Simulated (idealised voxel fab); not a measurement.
process module | voxel gate over fins
cross-section cut | 280 nm wide | cells 5 nm
A cross-section is a grid of square cells, given in bands from the top down. A band is one or more rows of cells.
Each band's line starts with the height of the band's top and of its bottom, in nm. Then come its materials from left to right, each with its width in nm. One material with "throughout" fills the band from edge to edge. "air" is empty space.
Height 0 is the level under which the wafer as received is all one material. The lowest band goes on downwards, as in "0 down".
A width such as "30 to 40" changes by the same amount from each row of cells to the next, from the band's top row to its bottom row.
"no change" after a step means that no cell of the cross-section changed.
closed voids: empty space of 8 cells or more with no open way to the top, each as width x height at its distance from the left edge, in nm
after a step's settings: what the simulator itself notes on the step
overlay nm, on a step with a mask: how far to the right of its planned place the mask lay; to the left if negative
plan
1 op RECEIVE | material Si
2 op CONFORMAL_DEP | material SiN | thk nm 5
3 op PATTERN | tone cover | mask id FINS | material resist | width nm 15 | pitch nm 45 | thk nm 20 | overlay nm 0
4 op DIRECTIONAL_ETCH | etch materials SiN | depth nm 5
5 op DIRECTIONAL_ETCH | etch materials Si | depth nm 30
6 op STRIP | etch materials resist
7 op FILL_DEP | material SiO2 | thk nm 5
8 op CMP | height nm 5
9 op SELECTIVE_ETCH | etch materials SiO2 | depth nm 15
10 op STRIP | etch materials SiN
11 op CONFORMAL_DEP | material HfO2 | thk nm 5
12 op CONFORMAL_DEP | material TiN | thk nm 5
13 op FILL_DEP | material W | thk nm 10
14 op CMP | height nm 15
15 op CONFORMAL_DEP | material SiCN | thk nm 5
as received, after step 1
  0 down: Si throughout
  closed voids: none
first wafer at the end, as planned
  20 to 15: SiCN throughout
  15 to 10: W throughout
  10 to 5: W 100 | TiN 35 | W 10 | TiN 35 | W 100
  5 to 0: W 100 | TiN 5 | HfO2 25 | TiN 5 | W 10 | TiN 5 | HfO2 25 | TiN 5 | W 100
  0 to -5: TiN 105 | HfO2 5 | Si 15 | HfO2 5 | TiN 20 | HfO2 5 | Si 15 | HfO2 5 | TiN 105
  -5 to -10: HfO2 110 | Si 15 | HfO2 30 | Si 15 | HfO2 110
  -10 to -30: SiO2 110 | Si 15 | SiO2 30 | Si 15 | SiO2 110
  -30 down: Si throughout
  closed voids: none
second wafer at the end: like start, like plan, one mistake
  20 to 15: SiCN throughout
  15 to 10: W throughout
  10 to 5: TiN throughout
  5 to 0: HfO2 115 | TiN 5 | HfO2 40 | TiN 5 | HfO2 115
  0 to -5: Si 110 | HfO2 5 | TiN 5 | HfO2 5 | Si 30 | HfO2 5 | TiN 5 | HfO2 5 | Si 110
  -5 to -10: Si 110 | HfO2 15 | Si 30 | HfO2 15 | Si 110
  -10 to -30: Si 110 | SiO2 15 | Si 30 | SiO2 15 | Si 110
  -30 down: Si throughout
  closed voids: none
what went wrong: step 3 ran as: op PATTERN | tone open | mask id FINS | material resist | width nm 15 | pitch nm 45 | thk nm 20 | overlay nm 0
at the end the second wafer has, in cells: 264 more of Si | 176 fewer of SiO2 | 4 fewer of TiN | 84 fewer of W
